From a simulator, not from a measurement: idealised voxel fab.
This section sets out a process module, namely voxel gate over fins.
This is section cut - it's 180 nm across, gridded in 5 nm square cells.
For the purposes of this document, a cross-section shall be understood as a grid of square cells, specified as bands listed in top-to-bottom order, each band consisting of one or more rows of cells. Band entry format. Leading values: height of top, height of bottom, nm. Remainder: materials in left-to-right order, each with its width in nm. Special words: "throughout" on a single material, which then fills the band edge to edge; "empty", empty space. Beneath 0, the wafer as received is one material, and that level is where height counting begins. The lowest band goes on downward without a bottom; it is written like "0 -> down". When a width is written as two numbers, as in "30->40", the first number is the width in the top row of cells of the band and the second is the width in its bottom row, and the width changes by the same amount from each row to the next. What does "identical to before" mean for a step? It means no cell of the cross-section changed in that step. Each empty space that has no open way to the top and spans at least 8 cells appears under "Encapsulated voids" as width x height at distance, the distance counted from the left edge, all in nm. Heads up: the bit after the settings on a step's line is the simulator's remark on that step. overlay nm: mask offset rightward from planned place, masked step; negative means leftward offset.
**List of planned process steps**
1: RECEIVE (material Si)
2: CONFORMAL_DEP (material SiN; thk nm 10)
3: DIRECTIONAL_DEP (material aC; thk nm 10)
4: PATTERN (tone cover; mask id FINS; material resist; width nm 15; pitch nm 40; thk nm 25; overlay nm 0)
5: DIRECTIONAL_ETCH (etch materials aC; depth nm 10)
6: STRIP (etch materials resist)
7: DIRECTIONAL_ETCH (etch materials SiN; depth nm 10)
8: DIRECTIONAL_ETCH (etch materials Si; depth nm 30)
9: STRIP (etch materials aC)
10: OXIDIZE (depth nm 5)
11: FILL_DEP (material SiO2; thk nm 15)
12: CMP (height nm 10)
13: SELECTIVE_ETCH (etch materials SiO2; depth nm 25)
14: STRIP (etch materials SiN)
15: CONFORMAL_DEP (material HfO2; thk nm 5)
16: CONFORMAL_DEP (material TiN; thk nm 5)
17: FILL_DEP (material W; thk nm 10)
18: CMP (height nm 15)
19: CONFORMAL_DEP (material SiCN; thk nm 5)
Wafer-to-wafer difference: thk nm, step 19. Common start. Plan = first wafer's value.
**Cross-section of the first of several wafers as received (after step 1)**
- 0 -> down: Si throughout
- Encapsulated voids: none
**Wafer rows, end of module: cells per material gained (+) or lost (-) since receipt; closed voids last**
thk nm 5 | +60 HfO2 | -224 Si | +36 SiCN | +128 SiO2 | +60 TiN | +84 W | Encapsulated voids: none
thk nm 10 | +60 HfO2 | -224 Si | +72 SiCN | +128 SiO2 | +60 TiN | +84 W | Encapsulated voids: none
thk nm 15 | +60 HfO2 | -224 Si | +108 SiCN | +128 SiO2 | +60 TiN | +84 W | Encapsulated voids: none
thk nm 20 | +60 HfO2 | -224 Si | +144 SiCN | +128 SiO2 | +60 TiN | +84 W | Encapsulated voids: none
thk nm 25 | +60 HfO2 | -224 Si | +180 SiCN | +128 SiO2 | +60 TiN | +84 W | Encapsulated voids: none
